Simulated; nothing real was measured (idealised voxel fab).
process module | voxel ribs on slabs
cross-section cut | 270 nm wide | cells 5 nm
A cross-section is a grid of square cells, given in bands from the top down. A band is one or more rows of cells.
Each band's line starts with the height of the band's top and of its bottom, in nm. Then come its materials from left to right, each with its width in nm. One material with "throughout" fills the band from edge to edge. "air" is empty space.
Height 0 is the level under which the wafer as received is all one material. The lowest band goes on downwards, as in "0 down".
A width such as "30 to 40" changes by the same amount from each row of cells to the next, from the band's top row to its bottom row.
"no change" after a step means that no cell of the cross-section changed.
closed voids: empty space of 8 cells or more with no open way to the top, each as width x height at its distance from the left edge, in nm
after a step's settings: what the simulator itself notes on the step
overlay nm, on a step with a mask: how far to the right of its planned place the mask lay; to the left if negative
plan
1 op RECEIVE | material Si
2 op DIRECTIONAL_DEP | material SiO2 | thk nm 25
3 op DIRECTIONAL_DEP | material polySi | thk nm 15
4 op MASKED_ETCH | tone cover | mask id RIB | width nm 20 | etch materials polySi | depth nm 5 | overlay nm 0
5 op MASKED_ETCH | tone cover | mask id SLAB | width nm 80 | etch materials polySi | depth nm 10 | overlay nm 0
6 op FILL_DEP | material SiO2 | thk nm 15
7 op CMP | height nm 50
8 op DIRECTIONAL_DEP | material TiN | thk nm 10
9 op DIRECTIONAL_DEP | material aC | thk nm 10
10 op PATTERN | tone cover | mask id HEATER | material resist | width nm 30 | thk nm 25 | overlay nm 0
11 op DIRECTIONAL_ETCH | etch materials aC | depth nm 10
12 op STRIP | etch materials resist
13 op DIRECTIONAL_ETCH | etch materials TiN | depth nm 10
14 op STRIP | etch materials aC
15 op CONFORMAL_DEP | material SiN | thk nm 5
first wafer, as planned
as received, after step 1
  0 down: Si throughout
  closed voids: none
after step 2
  25 to 0: SiO2 throughout
  below 0: unchanged
after step 3
  40 to 25: polySi throughout
  below 25: unchanged
after step 4
  40 to 35: air 125 | polySi 20 | air 125
  below 35: unchanged
after step 5
  40 to 35: air 125 | polySi 20 | air 125
  35 to 25: air 95 | polySi 80 | air 95
  below 25: unchanged
after step 6
  55 to 40: SiO2 throughout
  40 to 35: SiO2 125 | polySi 20 | SiO2 125
  35 to 25: SiO2 95 | polySi 80 | SiO2 95
  below 25: unchanged
after step 7
  50 to 40: SiO2 throughout
  below 40: unchanged
after step 8
  60 to 50: TiN throughout
  below 50: unchanged
after step 9
  70 to 60: aC throughout
  below 60: unchanged
after step 10
  95 to 70: air 120 | resist 30 | air 120
  below 70: unchanged
after step 11
  85 to 70: air 120 | resist 30 | air 120
  70 to 60: air 120 | aC 30 | air 120
  below 60: unchanged
after step 12
  70 to 60: air 120 | aC 30 | air 120
  below 60: unchanged
after step 13
  70 to 60: air 120 | aC 30 | air 120
  60 to 50: air 120 | TiN 30 | air 120
  below 50: unchanged
after step 14
  60 to 50: air 120 | TiN 30 | air 120
  below 50: unchanged
after step 15
  65 to 60: air 115 | SiN 40 | air 115
  60 to 55: air 115 | SiN 5 | TiN 30 | SiN 5 | air 115
  55 to 50: SiN 120 | TiN 30 | SiN 120
  below 50: unchanged
second wafer: like start, like plan, one mistake. Through step 14 it matches the first wafer
when step 15 should have ended: no change
what went wrong: step 15 was left out
at the end the second wafer has, in cells: 58 fewer of SiN
